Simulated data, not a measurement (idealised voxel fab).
Title: Process Module voxel self aligned vias
The cross-section shown here is cut; it is 290 nm wide and divided into square cells measuring 5 nm on a side.
Throughout this document, each cross-section is represented as a grid of square cells and is presented as a sequence of bands enumerated from the top downward, where a band comprises one or more rows of cells.
Quick guide to a band line: top height, bottom height (nm) up front; then every material left to right with its width in nm. Only one material and it's marked "full width"? Then it fills the band edge to edge. And "air" just means empty space.
Zero point of the height axis is 0; under it, received wafer = one material. Lowest band: continues down indefinitely, "z 0 and below".
So if you see something like "30..40" for the width, read it as the top row of the band sitting at the first number and the bottom row at the second, with every row in between moving by the same amount as the last.
No cell of the cross-section changed in a step that is given as "no change occurred".
"Catalogued sealed voids" enumerates empty spaces isolated from the top, with no open way to it, that contain at least 8 cells, giving each as width x height at distance from the left edge, all three in nm.
Where a step's line continues beyond its settings, the continuation is a remark by the simulator itself on that step.
Regarding "overlay nm": on a step with a mask, it is the distance the mask lay to the right of its planned place; a negative value places it to the left.
### Process steps foreseen in the plan
step 1: RECEIVE with material Si
step 2: CONFORMAL_DEP with material SiO2, thk nm 15
step 3: CONFORMAL_DEP with material SiCN, thk nm 5
step 4: DIRECTIONAL_DEP with material lowk, thk nm 20
step 5: DIRECTIONAL_DEP with material aC, thk nm 15
step 6: PATTERN with tone open, mask id LINES, material resist, width nm 30, pitch nm 75, thk nm 35, overlay nm 0
step 7: DIRECTIONAL_ETCH with etch materials aC, depth nm 15
step 8: STRIP with etch materials resist
step 9: DIRECTIONAL_ETCH with etch materials lowk, depth nm 20
step 10: STRIP with etch materials aC
step 11: CONFORMAL_DEP with material TiN, thk nm 5
step 12: FILL_DEP with material W, thk nm 5
step 13: CMP with height nm 40
step 14: SELECTIVE_ETCH with etch materials W Ru TiN, depth nm 10
step 15: FILL_DEP with material SiN, thk nm 5
step 16: CMP with height nm 40
step 17: DIRECTIONAL_DEP with material lowk, thk nm 15
step 18: MASKED_ETCH with tone open, mask id VIAS, width nm 50, pitch nm 75, etch materials lowk, depth nm 15, overlay nm 0
step 19: MASKED_ETCH with tone open, mask id VIAS, width nm 50, pitch nm 75, etch materials SiN, depth nm 10, overlay nm 0
step 20: CONFORMAL_DEP with material TiN, thk nm 5
step 21: FILL_DEP with material Ru, thk nm 10
step 22: CMP with height nm 55
step 23: CONFORMAL_DEP with material SiCN, thk nm 5
### Cross-section, incoming material, after step 1
	z 0 and below = Si full width
	Catalogued sealed voids: none
### First of two wafers: cross-section at end of module, run per plan
	z 60 to 55 = SiCN full width
	z 55 to 45 = 45 of lowk, 5 of TiN, 40 of Ru, 5 of TiN, 25 of lowk, 5 of TiN, 40 of Ru, 5 of TiN, 25 of lowk, 5 of TiN, 40 of Ru, 5 of TiN, 45 of lowk
	z 45 to 35 = 45..55 of lowk, 15..5 of TiN, 20 of Ru, 15..5 of TiN, 25..45 of lowk, 15..5 of TiN, 20 of Ru, 15..5 of TiN, 25..45 of lowk, 15..5 of TiN, 20 of Ru, 15..5 of TiN, 45..55 of lowk
	z 35 to 30 = 55 of lowk, 30 of TiN, 45 of lowk, 30 of TiN, 45 of lowk, 30 of TiN, 55 of lowk
	z 30 to 25 = 55 of lowk, 5 of TiN, 20 of W, 5 of TiN, 45 of lowk, 5 of TiN, 20 of W, 5 of TiN, 45 of lowk, 5 of TiN, 20 of W, 5 of TiN, 55 of lowk
	z 25 to 20 = 55 of lowk, 30 of TiN, 45 of lowk, 30 of TiN, 45 of lowk, 30 of TiN, 55 of lowk
	z 20 to 15 = SiCN full width
	z 15 to 0 = SiO2 full width
	z 0 and below = Si full width
	Catalogued sealed voids: none
### Presented here is a cross-section of the second of the two wafers as it stood at the end of the module. It was started in the same manner and assigned the same plan as the first wafer; however, one mistake was made in its execution
	z 60 to 55 = SiCN full width
	z 55 to 45 = 45 of lowk, 5 of TiN, 40 of Ru, 5 of TiN, 25 of lowk, 5 of TiN, 40 of Ru, 5 of TiN, 25 of lowk, 5 of TiN, 40 of Ru, 5 of TiN, 45 of lowk
	z 45 to 35 = 45 of lowk, 5 of TiN, 20 of Ru, 25..5 of TiN, 25..45 of lowk, 5 of TiN, 20 of Ru, 25..5 of TiN, 25..45 of lowk, 5 of TiN, 20 of Ru, 25..5 of TiN, 45..65 of lowk
	z 35 to 30 = 45 of lowk, 30 of TiN, 45 of lowk, 30 of TiN, 45 of lowk, 30 of TiN, 65 of lowk
	z 30 to 25 = 45 of lowk, 5 of TiN, 20 of W, 5 of TiN, 45 of lowk, 5 of TiN, 20 of W, 5 of TiN, 45 of lowk, 5 of TiN, 20 of W, 5 of TiN, 65 of lowk
	z 25 to 20 = 45 of lowk, 30 of TiN, 45 of lowk, 30 of TiN, 45 of lowk, 30 of TiN, 65 of lowk
	z 20 to 15 = SiCN full width
	z 15 to 0 = SiO2 full width
	z 0 and below = Si full width
	Catalogued sealed voids: none
Here's what went sideways: for step 6, the planned setting was not used; the step was instead run as PATTERN with tone open, mask id LINES, material resist, width nm 30, pitch nm 75, thk nm 35, overlay nm -10
Matching per-material cell counts, mismatched positions: that is how the second wafer compares with the first at the end.
